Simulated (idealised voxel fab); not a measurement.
The name of this process module is voxel tone inversion.
Shown is cross-section cut, with a width of 270 nm and square cells of size 5 nm.
Each cross-section below is a grid of square cells, stated as bands in top-down order, with one or more rows of cells making up each band. Band: top and bottom heights (nm) first, top before bottom; then materials from left to right, widths in nm. "throughout" marks a sole material filling the band edge to edge. "blank" denotes empty space. Heights are measured from 0, the level below which the as-received wafer is all one material; the lowest band has no bottom and continues downward, written as in "0 -> down". Width "30..40": first value at the band's top row of cells, second value at its bottom row, equal change from row to row. "no change occurred" (step): cross-section cells unchanged, all of them. "Closed internal voids" - sealed voids, min. 8 cells, no opening to top; format: width x height at distance (distance from left edge; nm throughout). Note: text after step settings on the step line = simulator remark on that step. What "overlay nm" on a step's line means: if the step has a mask, that mask lay this far to the right of its planned place, or, when the value is negative, to the left.
Process steps - plan:
1 op RECEIVE | material Si
2 op CONFORMAL_DEP | material SiCN | thk nm 5
3 op DIRECTIONAL_DEP | material aC | thk nm 15
4 op PATTERN | tone cover | mask id POSTS | material resist | width nm 25 | pitch nm 55 | thk nm 20 | overlay nm 0
5 op DIRECTIONAL_ETCH | etch materials aC | depth nm 15
6 op STRIP | etch materials resist
7 op FILL_DEP | material lowk | thk nm 5
8 op CMP | height nm 20
9 op STRIP | etch materials aC
Incoming wafer in cross-section (state: after step 1):
    0 -> down  Si throughout
    Closed internal voids: none
As-planned run: cross-section of the first of two wafers at end of module:
    20 -> 5  65 nm lowk; 25 nm blank; 30 nm lowk; 25 nm blank; 30 nm lowk; 25 nm blank; 70 nm lowk
    5 -> 0  SiCN throughout
    0 -> down  Si throughout
    Closed internal voids: none
Cross-sectional view: second of two wafers, end of module; start and plan identical to the first, one mistake in running:
    20 -> 5  65 nm SiCN; 25 nm blank; 30 nm SiCN; 25 nm blank; 30 nm SiCN; 25 nm blank; 70 nm SiCN
    5 -> 0  SiCN throughout
    0 -> down  Si throughout
    Closed internal voids: none
Where did the run depart from the plan? note that step 7 departed from the planned setting and was carried out as op FILL_DEP | material SiCN | thk nm 5
Upon completion, the second wafer contains, in terms of cells, a greater or smaller amount of certain materials than the first wafer: SiCN: 117 more; lowk: 117 fewer
